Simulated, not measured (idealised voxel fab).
voxel capacitor over wiring: a process module
Cross-section cut: width 165 nm, square cells of 5 nm.
Cross-section = grid of square cells, listed top down in bands; band = one or more rows.
For a band, the entry starts with two heights in nm, that of the top and then that of the bottom, and carries on with the band's materials in order from left to right, each alongside its width in nm; the word "edge to edge" beside a single material means it fills the band edge to edge, and "air" means empty space.
A quick word on heights: they are counted from 0, and under that level the wafer as it came to us is one material throughout. The lowest band is different from the rest in having no bottom; it simply continues downward, written as in "0 down".
Note: "30 to 40" means the width goes from the first number (top row of the band) to the second number (bottom row) in equal steps per row of cells.
Where a step carries "no alteration", the cross-section came out of it unchanged, cell for cell.
Unvented internal voids: empty space of 8 cells or more with no open way to the top, each as width x height at its distance from the left edge, in nm
What comes after the settings on a step's line is commentary from the simulator itself on that step.
overlay nm: mask offset rightward from planned place, masked step; negative means leftward offset.
Note on reading: below, each pair holds a cross-section from before one process step and one from after it; the one from after shows only down to the lowest band that changed. Beneath the pair, the step in between is stated along with its settings. The pairs can stem from different runs of this module on the same starting wafer. Where a pair's entry headed "Incoming profile" says so, and only there, that pair continues from the pair above it.
**Incoming profile**
    80 to 70 | air 35, TiN 65, air 65
    70 to 65 | air 35, SiN 65, air 65
    65 to 55 | TiN edge to edge
    55 to 50 | Ru edge to edge
    50 to 45 | TiN 40, Ru 5, TiN 120
    45 to 35 | lowk 35, TiN 5, Ru 5, TiN 5, lowk 115
    35 to 30 | SiCN 35, TiN 15, SiCN 115
    30 to 15 | lowk 20, W 30, lowk 60, W 30, lowk 25
    15 to 10 | lowk 20, TiN 30, lowk 60, TiN 30, lowk 25
    10 to 0 | SiO2 edge to edge
    0 down | Si edge to edge
    Unvented internal voids: none
**Post-Process View**
    80 to 70 | air 35, TiN 65, air 65
    70 to 65 | air 35, SiN 65, air 65
    65 to 55 | air 30, TiN 75, air 60
    Anything lower than 55 is untouched.
    Unvented internal voids: none
Between the two cross-sections you see above, the step is MASKED_ETCH,tone cover,mask id LOWER_PLATE,width nm 75,etch materials TiN,depth nm 10,overlay nm 0
Incoming profile: For the state before this step, see the after cross-section of the pair located directly above.
**Post-Process View**
    100 to 80 | SiO2 edge to edge
    80 to 70 | SiO2 35, TiN 65, SiO2 65
    70 to 65 | SiO2 35, SiN 65, SiO2 65
    65 to 55 | SiO2 30, TiN 75, SiO2 60
    Anything lower than 55 is untouched.
    Unvented internal voids: none
Between the two cross-sections you see above, the step is FILL_DEP,material SiO2,thk nm 20
Incoming profile: For the state before this step, see the after cross-section of the pair located directly above.
**Post-Process View**
    95 to 80 | SiO2 edge to edge
    Anything lower than 80 is untouched.
    Unvented internal voids: none
Between the two cross-sections you see above, the step is CMP,height nm 95
Incoming profile: For the state before this step, see the after cross-section of the pair located directly above.
**Post-Process View**
    115 to 95 | resist 45, air 15, resist 105
    Anything lower than 95 is untouched.
    Unvented internal voids: none
Between the two cross-sections you see above, the step is PATTERN,tone open,mask id PLUG_2,material resist,width nm 15,thk nm 20,overlay nm 0
Incoming profile: For the state before this step, see the after cross-section of the pair located directly above.
**Post-Process View**
    115 to 95 | resist 45, air 15, resist 105
    95 to 80 | SiO2 45, air 15, SiO2 105
    Anything lower than 80 is untouched.
    Unvented internal voids: none
Between the two cross-sections you see above, the step is DIRECTIONAL_ETCH,etch materials SiO2,depth nm 15
Incoming profile: For the state before this step, see the after cross-section of the pair located directly above.
**Post-Process View**
    95 to 80 | SiO2 45, air 15, SiO2 105
    Anything lower than 80 is untouched.
    Unvented internal voids: none
Between the two cross-sections you see above, the step is STRIP,etch materials resist
Incoming profile: For the state before this step, see the after cross-section of the pair located directly above.
**Post-Process View**
    100 to 95 | TiN 50, air 5, TiN 110
    95 to 85 | SiO2 45, TiN 5, air 5, TiN 5, SiO2 105
    85 to 80 | SiO2 45, TiN 15, SiO2 105
    Anything lower than 80 is untouched.
    Unvented internal voids: none
Between the two cross-sections you see above, the step is CONFORMAL_DEP,material TiN,thk nm 5
Incoming profile: For the state before this step, see the after cross-section of the pair located directly above.
**Post-Process View**
    110 to 100 | Ru edge to edge
    100 to 95 | TiN 50, Ru 5, TiN 110
    95 to 85 | SiO2 45, TiN 5, Ru 5, TiN 5, SiO2 105
    Anything lower than 85 is untouched.
    Unvented internal voids: none
Between the two cross-sections you see above, the step is FILL_DEP,material Ru,thk nm 10
Incoming profile: For the state before this step, see the after cross-section of the pair located directly above.
**Post-Process View**
    95 to 85 | SiO2 45, TiN 5, Ru 5, TiN 5, SiO2 105
    Anything lower than 85 is untouched.
    Unvented internal voids: none
Between the two cross-sections you see above, the step is CMP,height nm 95
Incoming profile: For the state before this step, see the after cross-section of the pair located directly above.
**Post-Process View**
    100 to 95 | SiN edge to edge
    Anything lower than 95 is untouched.
    Unvented internal voids: none
Between the two cross-sections you see above, the step is CONFORMAL_DEP,material SiN,thk nm 5
**Incoming profile**
    95 to 80 | aC edge to edge
    80 to 70 | TiN edge to edge
    70 to 65 | SiN edge to edge
    65 to 55 | TiN edge to edge
    55 to 45 | lowk 35, TiN 5, Ru 5, TiN 5, lowk 115
    45 to 40 | SiCN 35, TiN 15, SiCN 115
    40 to 15 | lowk 20, W 30, lowk 60, W 30, lowk 25
    15 to 10 | lowk 20, TiN 30, lowk 60, TiN 30, lowk 25
    10 to 0 | SiO2 edge to edge
    0 down | Si edge to edge
    Unvented internal voids: none
**Post-Process View**
    130 to 95 | air 30, resist 75, air 60
    Anything lower than 95 is untouched.
    Unvented internal voids: none
Between the two cross-sections you see above, the step is PATTERN,tone cover,mask id UPPER_PLATE,material resist,width nm 75,thk nm 35,overlay nm 0
Incoming profile: For the state before this step, see the after cross-section of the pair located directly above.
**Post-Process View**
    115 to 95 | air 30, resist 75, air 60
    95 to 80 | air 30, aC 75, air 60
    Anything lower than 80 is untouched.
    Unvented internal voids: none
Between the two cross-sections you see above, the step is DIRECTIONAL_ETCH,etch materials aC,depth nm 15
Incoming profile: For the state before this step, see the after cross-section of the pair located directly above.
**Post-Process View**
    95 to 80 | air 30, aC 75, air 60
    Anything lower than 80 is untouched.
    Unvented internal voids: none
Between the two cross-sections you see above, the step is STRIP,etch materials resist
Incoming profile: For the state before this step, see the after cross-section of the pair located directly above.
**Post-Process View**
    95 to 80 | air 30, aC 75, air 60
    80 to 70 | air 30, TiN 75, air 60
    Anything lower than 70 is untouched.
    Unvented internal voids: none
Between the two cross-sections you see above, the step is DIRECTIONAL_ETCH,etch materials TiN,depth nm 10
Incoming profile: For the state before this step, see the after cross-section of the pair located directly above.
**Post-Process View**
    95 to 80 | air 30, aC 75, air 60
    80 to 70 | air 30, TiN 75, air 60
    70 to 65 | air 30, SiN 75, air 60
    Anything lower than 65 is untouched.
    Unvented internal voids: none
Between the two cross-sections you see above, the step is DIRECTIONAL_ETCH,etch materials SiN,depth nm 5
Incoming profile: For the state before this step, see the after cross-section of the pair located directly above.
**Post-Process View**
    80 to 70 | air 30, TiN 75, air 60
    Anything lower than 70 is untouched.
    Unvented internal voids: none
Between the two cross-sections you see above, the step is STRIP,etch materials aC
Incoming profile: For the state before this step, see the after cross-section of the pair located directly above.
**Post-Process View**
    80 to 70 | air 30, TiN 75, air 60
    70 to 65 | air 30, SiN 75, air 60
    65 to 55 | air 30, TiN 75, air 60
    Anything lower than 55 is untouched.
    Unvented internal voids: none
Between the two cross-sections you see above, the step is MASKED_ETCH,tone cover,mask id LOWER_PLATE,width nm 75,etch materials TiN,depth nm 10,overlay nm 0
Incoming profile: For the state before this step, see the after cross-section of the pair located directly above.
**Post-Process View**
    100 to 80 | SiO2 edge to edge
    80 to 70 | SiO2 30, TiN 75, SiO2 60
    70 to 65 | SiO2 30, SiN 75, SiO2 60
    65 to 55 | SiO2 30, TiN 75, SiO2 60
    Anything lower than 55 is untouched.
    Unvented internal voids: none
Between the two cross-sections you see above, the step is FILL_DEP,material SiO2,thk nm 20
Incoming profile: For the state before this step, see the after cross-section of the pair located directly above.
**Post-Process View**
    95 to 80 | SiO2 edge to edge
    Anything lower than 80 is untouched.
    Unvented internal voids: none
Between the two cross-sections you see above, the step is CMP,height nm 95
Incoming profile: For the state before this step, see the after cross-section of the pair located directly above.
**Post-Process View**
    115 to 95 | resist 45, air 15, resist 105
    Anything lower than 95 is untouched.
    Unvented internal voids: none
Between the two cross-sections you see above, the step is PATTERN,tone open,mask id PLUG_2,material resist,width nm 15,thk nm 20,overlay nm 0
Incoming profile: For the state before this step, see the after cross-section of the pair located directly above.
**Post-Process View**
    115 to 95 | resist 45, air 15, resist 105
    95 to 80 | SiO2 45, air 15, SiO2 105
    Anything lower than 80 is untouched.
    Unvented internal voids: none
Between the two cross-sections you see above, the step is DIRECTIONAL_ETCH,etch materials SiO2,depth nm 15
Incoming profile: For the state before this step, see the after cross-section of the pair located directly above.
**Post-Process View**
    95 to 80 | SiO2 45, air 15, SiO2 105
    Anything lower than 80 is untouched.
    Unvented internal voids: none
Between the two cross-sections you see above, the step is STRIP,etch materials resist
Incoming profile: For the state before this step, see the after cross-section of the pair located directly above.
**Post-Process View**
    100 to 95 | TiN 50, air 5, TiN 110
    95 to 85 | SiO2 45, TiN 5, air 5, TiN 5, SiO2 105
    85 to 80 | SiO2 45, TiN 15, SiO2 105
    Anything lower than 80 is untouched.
    Unvented internal voids: none
Between the two cross-sections you see above, the step is CONFORMAL_DEP,material TiN,thk nm 5
Incoming profile: For the state before this step, see the after cross-section of the pair located directly above.
**Post-Process View**
    110 to 100 | Ru edge to edge
    100 to 95 | TiN 50, Ru 5, TiN 110
    95 to 85 | SiO2 45, TiN 5, Ru 5, TiN 5, SiO2 105
    Anything lower than 85 is untouched.
    Unvented internal voids: none
Between the two cross-sections you see above, the step is FILL_DEP,material Ru,thk nm 10
Incoming profile: For the state before this step, see the after cross-section of the pair located directly above.
**Post-Process View**
    95 to 85 | SiO2 45, TiN 5, Ru 5, TiN 5, SiO2 105
    Anything lower than 85 is untouched.
    Unvented internal voids: none
Between the two cross-sections you see above, the step is CMP,height nm 95
Incoming profile: For the state before this step, see the after cross-section of the pair located directly above.
**Post-Process View**
    100 to 95 | SiN edge to edge
    Anything lower than 95 is untouched.
    Unvented internal voids: none
Between the two cross-sections you see above, the step is CONFORMAL_DEP,material SiN,thk nm 5
**Incoming profile**
    80 to 70 | air 35, TiN 65, air 65
    70 to 65 | air 35, SiN 65, air 65
    65 to 55 | TiN edge to edge
    55 to 45 | lowk 35, TiN 5, Ru 5, TiN 5, lowk 115
    45 to 40 | SiCN 35, TiN 15, SiCN 115
    40 to 15 | lowk 20, W 30, lowk 60, W 30, lowk 25
    15 to 10 | lowk 20, TiN 30, lowk 60, TiN 30, lowk 25
    10 to 0 | SiO2 edge to edge
    0 down | Si edge to edge
    Unvented internal voids: none
**Post-Process View**
    80 to 70 | air 35, TiN 65, air 65
    70 to 65 | air 35, SiN 65, air 65
    65 to 55 | air 25, TiN 75, air 65
    Anything lower than 55 is untouched.
    Unvented internal voids: none
Between the two cross-sections you see above, the step is MASKED_ETCH,tone cover,mask id LOWER_PLATE,width nm 75,etch materials TiN,depth nm 10,overlay nm -5
Incoming profile: For the state before this step, see the after cross-section of the pair located directly above.
**Post-Process View**
    100 to 80 | SiO2 edge to edge
    80 to 70 | SiO2 35, TiN 65, SiO2 65
    70 to 65 | SiO2 35, SiN 65, SiO2 65
    65 to 55 | SiO2 25, TiN 75, SiO2 65
    Anything lower than 55 is untouched.
    Unvented internal voids: none
Between the two cross-sections you see above, the step is FILL_DEP,material SiO2,thk nm 20
Incoming profile: For the state before this step, see the after cross-section of the pair located directly above.
**Post-Process View**
    95 to 80 | SiO2 edge to edge
    Anything lower than 80 is untouched.
    Unvented internal voids: none
Between the two cross-sections you see above, the step is CMP,height nm 95
Incoming profile: For the state before this step, see the after cross-section of the pair located directly above.
**Post-Process View**
    115 to 95 | resist 45, air 15, resist 105
    Anything lower than 95 is untouched.
    Unvented internal voids: none
Between the two cross-sections you see above, the step is PATTERN,tone open,mask id PLUG_2,material resist,width nm 15,thk nm 20,overlay nm 0
Incoming profile: For the state before this step, see the after cross-section of the pair located directly above.
**Post-Process View**
    115 to 95 | resist 45, air 15, resist 105
    95 to 80 | SiO2 45, air 15, SiO2 105
    Anything lower than 80 is untouched.
    Unvented internal voids: none
Between the two cross-sections you see above, the step is DIRECTIONAL_ETCH,etch materials SiO2,depth nm 15
Incoming profile: For the state before this step, see the after cross-section of the pair located directly above.
**Post-Process View**
    95 to 80 | SiO2 45, air 15, SiO2 105
    Anything lower than 80 is untouched.
    Unvented internal voids: none
Between the two cross-sections you see above, the step is STRIP,etch materials resist
Incoming profile: For the state before this step, see the after cross-section of the pair located directly above.
**Post-Process View**
    100 to 95 | TiN 50, air 5, TiN 110
    95 to 85 | SiO2 45, TiN 5, air 5, TiN 5, SiO2 105
    85 to 80 | SiO2 45, TiN 15, SiO2 105
    Anything lower than 80 is untouched.
    Unvented internal voids: none
Between the two cross-sections you see above, the step is CONFORMAL_DEP,material TiN,thk nm 5
Incoming profile: For the state before this step, see the after cross-section of the pair located directly above.
**Post-Process View**
    110 to 100 | Ru edge to edge
    100 to 95 | TiN 50, Ru 5, TiN 110
    95 to 85 | SiO2 45, TiN 5, Ru 5, TiN 5, SiO2 105
    Anything lower than 85 is untouched.
    Unvented internal voids: none
Between the two cross-sections you see above, the step is FILL_DEP,material Ru,thk nm 10
Incoming profile: For the state before this step, see the after cross-section of the pair located directly above.
**Post-Process View**
    95 to 85 | SiO2 45, TiN 5, Ru 5, TiN 5, SiO2 105
    Anything lower than 85 is untouched.
    Unvented internal voids: none
Between the two cross-sections you see above, the step is CMP,height nm 95
Incoming profile: For the state before this step, see the after cross-section of the pair located directly above.
**Post-Process View**
    100 to 95 | SiN edge to edge
    Anything lower than 95 is untouched.
    Unvented internal voids: none
Between the two cross-sections you see above, the step is CONFORMAL_DEP,material SiN,thk nm 5
**Incoming profile**
    15 to 10 | TiN edge to edge
    10 to 0 | SiO2 edge to edge
    0 down | Si edge to edge
    Unvented internal voids: none
**Post-Process View**
    40 to 15 | lowk edge to edge
    Anything lower than 15 is untouched.
    Unvented internal voids: none
Between the two cross-sections you see above, the step is DIRECTIONAL_DEP,material lowk,thk nm 25
Incoming profile: For the state before this step, see the after cross-section of the pair located directly above.
**Post-Process View**
    60 to 40 | air 20, resist 30, air 60, resist 30, air 25
    Anything lower than 40 is untouched.
    Unvented internal voids: none
Between the two cross-sections you see above, the step is PATTERN,tone cover,mask id METAL_1,material resist,width nm 30,pitch nm 90,thk nm 20,overlay nm 0
Incoming profile: For the state before this step, see the after cross-section of the pair located directly above.
**Post-Process View**
    40 to 15 | lowk edge to edge
    Anything lower than 15 is untouched.
    Unvented internal voids: none
Between the two cross-sections you see above, the step is STRIP,etch materials resist
Incoming profile: For the state before this step, see the after cross-section of the pair located directly above.
**Post-Process View**
    50 to 15 | lowk edge to edge
    Anything lower than 15 is untouched.
    Unvented internal voids: none
Between the two cross-sections you see above, the step is FILL_DEP,material lowk,thk nm 10
Incoming profile: For the state before this step, see the after cross-section of the pair located directly above.
**Post-Process View**
    40 to 15 | lowk edge to edge
    Anything lower than 15 is untouched.
    Unvented internal voids: none
Between the two cross-sections you see above, the step is CMP,height nm 40
Incoming profile: For the state before this step, see the after cross-section of the pair located directly above.
**Post-Process View**
    45 to 40 | SiCN edge to edge
    Anything lower than 40 is untouched.
    Unvented internal voids: none
Between the two cross-sections you see above, the step is CONFORMAL_DEP,material SiCN,thk nm 5
Incoming profile: For the state before this step, see the after cross-section of the pair located directly above.
**Post-Process View**
    55 to 45 | lowk edge to edge
    Anything lower than 45 is untouched.
    Unvented internal voids: none
Between the two cross-sections you see above, the step is DIRECTIONAL_DEP,material lowk,thk nm 10
Incoming profile: For the state before this step, see the after cross-section of the pair located directly above.
**Post-Process View**
    55 to 45 | lowk 35, air 15, lowk 115
    Anything lower than 45 is untouched.
    Unvented internal voids: none
Between the two cross-sections you see above, the step is MASKED_ETCH,tone open,mask id PLUG_1,width nm 15,etch materials lowk,depth nm 10,overlay nm 0
Incoming profile: For the state before this step, see the after cross-section of the pair located directly above.
**Post-Process View**
    55 to 45 | lowk 35, air 15, lowk 115
    45 to 40 | SiCN 35, air 15, SiCN 115
    Anything lower than 40 is untouched.
    Unvented internal voids: none
Between the two cross-sections you see above, the step is MASKED_ETCH,tone open,mask id PLUG_1,width nm 15,etch materials SiCN,depth nm 5,overlay nm 0
Incoming profile: For the state before this step, see the after cross-section of the pair located directly above.
**Post-Process View**
    60 to 55 | TiN 40, air 5, TiN 120
    55 to 45 | lowk 35, TiN 5, air 5, TiN 5, lowk 115
    45 to 40 | SiCN 35, TiN 15, SiCN 115
    Anything lower than 40 is untouched.
    Unvented internal voids: none
Between the two cross-sections you see above, the step is CONFORMAL_DEP,material TiN,thk nm 5
Incoming profile: For the state before this step, see the after cross-section of the pair located directly above.
**Post-Process View**
    65 to 60 | Ru edge to edge
    60 to 55 | TiN 40, Ru 5, TiN 120
    55 to 45 | lowk 35, TiN 5, Ru 5, TiN 5, lowk 115
    Anything lower than 45 is untouched.
    Unvented internal voids: none
Between the two cross-sections you see above, the step is FILL_DEP,material Ru,thk nm 5
Incoming profile: For the state before this step, see the after cross-section of the pair located directly above.
**Post-Process View**
    55 to 45 | lowk 35, TiN 5, Ru 5, TiN 5, lowk 115
    Anything lower than 45 is untouched.
    Unvented internal voids: none
Between the two cross-sections you see above, the step is CMP,height nm 55
Incoming profile: For the state before this step, see the after cross-section of the pair located directly above.
**Post-Process View**
    65 to 55 | TiN edge to edge
    Anything lower than 55 is untouched.
    Unvented internal voids: none
Between the two cross-sections you see above, the step is DIRECTIONAL_DEP,material TiN,thk nm 10
Incoming profile: For the state before this step, see the after cross-section of the pair located directly above.
**Post-Process View**
    70 to 65 | SiN edge to edge
    Anything lower than 65 is untouched.
    Unvented internal voids: none
Between the two cross-sections you see above, the step is DIRECTIONAL_DEP,material SiN,thk nm 5
Incoming profile: For the state before this step, see the after cross-section of the pair located directly above.
**Post-Process View**
    80 to 70 | TiN edge to edge
    Anything lower than 70 is untouched.
    Unvented internal voids: none
Between the two cross-sections you see above, the step is DIRECTIONAL_DEP,material TiN,thk nm 10
Incoming profile: For the state before this step, see the after cross-section of the pair located directly above.
**Post-Process View**
    95 to 80 | aC edge to edge
    Anything lower than 80 is untouched.
    Unvented internal voids: none
Between the two cross-sections you see above, the step is DIRECTIONAL_DEP,material aC,thk nm 15
Incoming profile: For the state before this step, see the after cross-section of the pair located directly above.
**Post-Process View**
    130 to 95 | air 35, resist 65, air 65
    Anything lower than 95 is untouched.
    Unvented internal voids: none
Between the two cross-sections you see above, the step is PATTERN,tone cover,mask id UPPER_PLATE,material resist,width nm 65,thk nm 35,overlay nm 0
Incoming profile: For the state before this step, see the after cross-section of the pair located directly above.
**Post-Process View**
    115 to 95 | air 35, resist 65, air 65
    95 to 80 | air 35, aC 65, air 65
    Anything lower than 80 is untouched.
    Unvented internal voids: none
Between the two cross-sections you see above, the step is DIRECTIONAL_ETCH,etch materials aC,depth nm 15
Incoming profile: For the state before this step, see the after cross-section of the pair located directly above.
**Post-Process View**
    95 to 80 | air 35, aC 65, air 65
    Anything lower than 80 is untouched.
    Unvented internal voids: none
Between the two cross-sections you see above, the step is STRIP,etch materials resist
Incoming profile: For the state before this step, see the after cross-section of the pair located directly above.
**Post-Process View**
    95 to 80 | air 35, aC 65, air 65
    80 to 70 | air 35, TiN 65, air 65
    Anything lower than 70 is untouched.
    Unvented internal voids: none
Between the two cross-sections you see above, the step is DIRECTIONAL_ETCH,etch materials TiN,depth nm 10
Incoming profile: For the state before this step, see the after cross-section of the pair located directly above.
**Post-Process View**
    95 to 80 | air 35, aC 65, air 65
    80 to 70 | air 35, TiN 65, air 65
    70 to 65 | air 35, SiN 65, air 65
    Anything lower than 65 is untouched.
    Unvented internal voids: none
Between the two cross-sections you see above, the step is DIRECTIONAL_ETCH,etch materials SiN,depth nm 5
Incoming profile: For the state before this step, see the after cross-section of the pair located directly above.
**Post-Process View**
    80 to 70 | air 35, TiN 65, air 65
    Anything lower than 70 is untouched.
    Unvented internal voids: none
Between the two cross-sections you see above, the step is STRIP,etch materials aC
Incoming profile: For the state before this step, see the after cross-section of the pair located directly above.
**Post-Process View**
    80 to 70 | air 35, TiN 65, air 65
    70 to 65 | air 35, SiN 65, air 65
    65 to 55 | air 30, TiN 75, air 60
    Anything lower than 55 is untouched.
    Unvented internal voids: none
Between the two cross-sections you see above, the step is MASKED_ETCH,tone cover,mask id LOWER_PLATE,width nm 75,etch materials TiN,depth nm 10,overlay nm 0
Incoming profile: For the state before this step, see the after cross-section of the pair located directly above.
**Post-Process View**
    100 to 80 | SiO2 edge to edge
    80 to 70 | SiO2 35, TiN 65, SiO2 65
    70 to 65 | SiO2 35, SiN 65, SiO2 65
    65 to 55 | SiO2 30, TiN 75, SiO2 60
    Anything lower than 55 is untouched.
    Unvented internal voids: none
Between the two cross-sections you see above, the step is FILL_DEP,material SiO2,thk nm 20
Incoming profile: For the state before this step, see the after cross-section of the pair located directly above.
**Post-Process View**
    95 to 80 | SiO2 edge to edge
    Anything lower than 80 is untouched.
    Unvented internal voids: none
Between the two cross-sections you see above, the step is CMP,height nm 95
Incoming profile: For the state before this step, see the after cross-section of the pair located directly above.
**Post-Process View**
    115 to 95 | resist 45, air 15, resist 105
    Anything lower than 95 is untouched.
    Unvented internal voids: none
Between the two cross-sections you see above, the step is PATTERN,tone open,mask id PLUG_2,material resist,width nm 15,thk nm 20,overlay nm 0
Incoming profile: For the state before this step, see the after cross-section of the pair located directly above.
**Post-Process View**
    115 to 95 | resist 45, air 15, resist 105
    95 to 80 | SiO2 45, air 15, SiO2 105
    Anything lower than 80 is untouched.
    Unvented internal voids: none
Between the two cross-sections you see above, the step is DIRECTIONAL_ETCH,etch materials SiO2,depth nm 15
Incoming profile: For the state before this step, see the after cross-section of the pair located directly above.
**Post-Process View**
    95 to 80 | SiO2 45, air 15, SiO2 105
    Anything lower than 80 is untouched.
    Unvented internal voids: none
Between the two cross-sections you see above, the step is STRIP,etch materials resist
Incoming profile: For the state before this step, see the after cross-section of the pair located directly above.
**Post-Process View**
    100 to 95 | TiN 50, air 5, TiN 110
    95 to 85 | SiO2 45, TiN 5, air 5, TiN 5, SiO2 105
    85 to 80 | SiO2 45, TiN 15, SiO2 105
    Anything lower than 80 is untouched.
    Unvented internal voids: none
Between the two cross-sections you see above, the step is CONFORMAL_DEP,material TiN,thk nm 5
Incoming profile: For the state before this step, see the after cross-section of the pair located directly above.
**Post-Process View**
    110 to 100 | Ru edge to edge
    100 to 95 | TiN 50, Ru 5, TiN 110
    95 to 85 | SiO2 45, TiN 5, Ru 5, TiN 5, SiO2 105
    Anything lower than 85 is untouched.
    Unvented internal voids: none
Between the two cross-sections you see above, the step is FILL_DEP,material Ru,thk nm 10
Incoming profile: For the state before this step, see the after cross-section of the pair located directly above.
**Post-Process View**
    95 to 85 | SiO2 45, TiN 5, Ru 5, TiN 5, SiO2 105
    Anything lower than 85 is untouched.
    Unvented internal voids: none
Between the two cross-sections you see above, the step is CMP,height nm 95
Incoming profile: For the state before this step, see the after cross-section of the pair located directly above.
**Post-Process View**
    100 to 95 | SiN edge to edge
    Anything lower than 95 is untouched.
    Unvented internal voids: none
Between the two cross-sections you see above, the step is CONFORMAL_DEP,material SiN,thk nm 5
**Incoming profile**
    55 to 45 | lowk edge to edge
    45 to 40 | SiCN edge to edge
    40 to 15 | lowk 20, W 30, lowk 60, W 30, lowk 25
    15 to 10 | lowk 20, TiN 30, lowk 60, TiN 30, lowk 25
    10 to 0 | SiO2 edge to edge
    0 down | Si edge to edge
    Unvented internal voids: none
**Post-Process View**
    55 to 45 | air 35, lowk 15, air 115
    Anything lower than 45 is untouched.
    Unvented internal voids: none
Between the two cross-sections you see above, the step is MASKED_ETCH,tone cover,mask id PLUG_1,width nm 15,etch materials lowk,depth nm 10,overlay nm 0
Incoming profile: For the state before this step, see the after cross-section of the pair located directly above.
**Post-Process View**
    60 to 55 | air 30, TiN 25, air 110
    55 to 50 | air 30, TiN 5, lowk 15, TiN 5, air 110
    50 to 45 | TiN 35, lowk 15, TiN 115
    Anything lower than 45 is untouched.
    Unvented internal voids: none
Between the two cross-sections you see above, the step is CONFORMAL_DEP,material TiN,thk nm 5
Incoming profile: For the state before this step, see the after cross-section of the pair located directly above.
**Post-Process View**
    65 to 60 | Ru edge to edge
    60 to 55 | Ru 30, TiN 25, Ru 110
    55 to 50 | Ru 30, TiN 5, lowk 15, TiN 5, Ru 110
    Anything lower than 50 is untouched.
    Unvented internal voids: none
Between the two cross-sections you see above, the step is FILL_DEP,material Ru,thk nm 5
Incoming profile: For the state before this step, see the after cross-section of the pair located directly above.
**Post-Process View**
    55 to 50 | Ru 30, TiN 5, lowk 15, TiN 5, Ru 110
    Anything lower than 50 is untouched.
    Unvented internal voids: none
Between the two cross-sections you see above, the step is CMP,height nm 55
Incoming profile: For the state before this step, see the after cross-section of the pair located directly above.
**Post-Process View**
    65 to 55 | TiN edge to edge
    Anything lower than 55 is untouched.
    Unvented internal voids: none
Between the two cross-sections you see above, the step is DIRECTIONAL_DEP,material TiN,thk nm 10
Incoming profile: For the state before this step, see the after cross-section of the pair located directly above.
**Post-Process View**
    70 to 65 | SiN edge to edge
    Anything lower than 65 is untouched.
    Unvented internal voids: none
Between the two cross-sections you see above, the step is DIRECTIONAL_DEP,material SiN,thk nm 5
Incoming profile: For the state before this step, see the after cross-section of the pair located directly above.
**Post-Process View**
    80 to 70 | TiN edge to edge
    Anything lower than 70 is untouched.
    Unvented internal voids: none
Between the two cross-sections you see above, the step is DIRECTIONAL_DEP,material TiN,thk nm 10
Incoming profile: For the state before this step, see the after cross-section of the pair located directly above.
**Post-Process View**
    95 to 80 | aC edge to edge
    Anything lower than 80 is untouched.
    Unvented internal voids: none
Between the two cross-sections you see above, the step is DIRECTIONAL_DEP,material aC,thk nm 15
Incoming profile: For the state before this step, see the after cross-section of the pair located directly above.
**Post-Process View**
    130 to 95 | air 35, resist 65, air 65
    Anything lower than 95 is untouched.
    Unvented internal voids: none
Between the two cross-sections you see above, the step is PATTERN,tone cover,mask id UPPER_PLATE,material resist,width nm 65,thk nm 35,overlay nm 0
Incoming profile: For the state before this step, see the after cross-section of the pair located directly above.
**Post-Process View**
    115 to 95 | air 35, resist 65, air 65
    95 to 80 | air 35, aC 65, air 65
    Anything lower than 80 is untouched.
    Unvented internal voids: none
Between the two cross-sections you see above, the step is DIRECTIONAL_ETCH,etch materials aC,depth nm 15
Incoming profile: For the state before this step, see the after cross-section of the pair located directly above.
**Post-Process View**
    95 to 80 | air 35, aC 65, air 65
    Anything lower than 80 is untouched.
    Unvented internal voids: none
Between the two cross-sections you see above, the step is STRIP,etch materials resist
Incoming profile: For the state before this step, see the after cross-section of the pair located directly above.
**Post-Process View**
    95 to 80 | air 35, aC 65, air 65
    80 to 70 | air 35, TiN 65, air 65
    Anything lower than 70 is untouched.
    Unvented internal voids: none
Between the two cross-sections you see above, the step is DIRECTIONAL_ETCH,etch materials TiN,depth nm 10
Incoming profile: For the state before this step, see the after cross-section of the pair located directly above.
**Post-Process View**
    95 to 80 | air 35, aC 65, air 65
    80 to 70 | air 35, TiN 65, air 65
    70 to 65 | air 35, SiN 65, air 65
    Anything lower than 65 is untouched.
    Unvented internal voids: none
Between the two cross-sections you see above, the step is DIRECTIONAL_ETCH,etch materials SiN,depth nm 5
Incoming profile: For the state before this step, see the after cross-section of the pair located directly above.
**Post-Process View**
    80 to 70 | air 35, TiN 65, air 65
    Anything lower than 70 is untouched.
    Unvented internal voids: none
Between the two cross-sections you see above, the step is STRIP,etch materials aC
Incoming profile: For the state before this step, see the after cross-section of the pair located directly above.
**Post-Process View**
    80 to 70 | air 35, TiN 65, air 65
    70 to 65 | air 35, SiN 65, air 65
    65 to 55 | air 30, TiN 75, air 60
    Anything lower than 55 is untouched.
    Unvented internal voids: none
Between the two cross-sections you see above, the step is MASKED_ETCH,tone cover,mask id LOWER_PLATE,width nm 75,etch materials TiN,depth nm 10,overlay nm 0
Incoming profile: For the state before this step, see the after cross-section of the pair located directly above.
**Post-Process View**
    100 to 80 | SiO2 edge to edge
    80 to 70 | SiO2 35, TiN 65, SiO2 65
    70 to 65 | SiO2 35, SiN 65, SiO2 65
    65 to 55 | SiO2 30, TiN 75, SiO2 60
    Anything lower than 55 is untouched.
    Unvented internal voids: none
Between the two cross-sections you see above, the step is FILL_DEP,material SiO2,thk nm 20
Incoming profile: For the state before this step, see the after cross-section of the pair located directly above.
**Post-Process View**
    95 to 80 | SiO2 edge to edge
    Anything lower than 80 is untouched.
    Unvented internal voids: none
Between the two cross-sections you see above, the step is CMP,height nm 95
Incoming profile: For the state before this step, see the after cross-section of the pair located directly above.
**Post-Process View**
    115 to 95 | resist 45, air 15, resist 105
    Anything lower than 95 is untouched.
    Unvented internal voids: none
Between the two cross-sections you see above, the step is PATTERN,tone open,mask id PLUG_2,material resist,width nm 15,thk nm 20,overlay nm 0
Incoming profile: For the state before this step, see the after cross-section of the pair located directly above.
**Post-Process View**
    115 to 95 | resist 45, air 15, resist 105
    95 to 80 | SiO2 45, air 15, SiO2 105
    Anything lower than 80 is untouched.
    Unvented internal voids: none
Between the two cross-sections you see above, the step is DIRECTIONAL_ETCH,etch materials SiO2,depth nm 15
Incoming profile: For the state before this step, see the after cross-section of the pair located directly above.
**Post-Process View**
    95 to 80 | SiO2 45, air 15, SiO2 105
    Anything lower than 80 is untouched.
    Unvented internal voids: none
Between the two cross-sections you see above, the step is STRIP,etch materials resist
Incoming profile: For the state before this step, see the after cross-section of the pair located directly above.
**Post-Process View**
    100 to 95 | TiN 50, air 5, TiN 110
    95 to 85 | SiO2 45, TiN 5, air 5, TiN 5, SiO2 105
    85 to 80 | SiO2 45, TiN 15, SiO2 105
    Anything lower than 80 is untouched.
    Unvented internal voids: none
Between the two cross-sections you see above, the step is CONFORMAL_DEP,material TiN,thk nm 5
Incoming profile: For the state before this step, see the after cross-section of the pair located directly above.
**Post-Process View**
    110 to 100 | Ru edge to edge
    100 to 95 | TiN 50, Ru 5, TiN 110
    95 to 85 | SiO2 45, TiN 5, Ru 5, TiN 5, SiO2 105
    Anything lower than 85 is untouched.
    Unvented internal voids: none
Between the two cross-sections you see above, the step is FILL_DEP,material Ru,thk nm 10
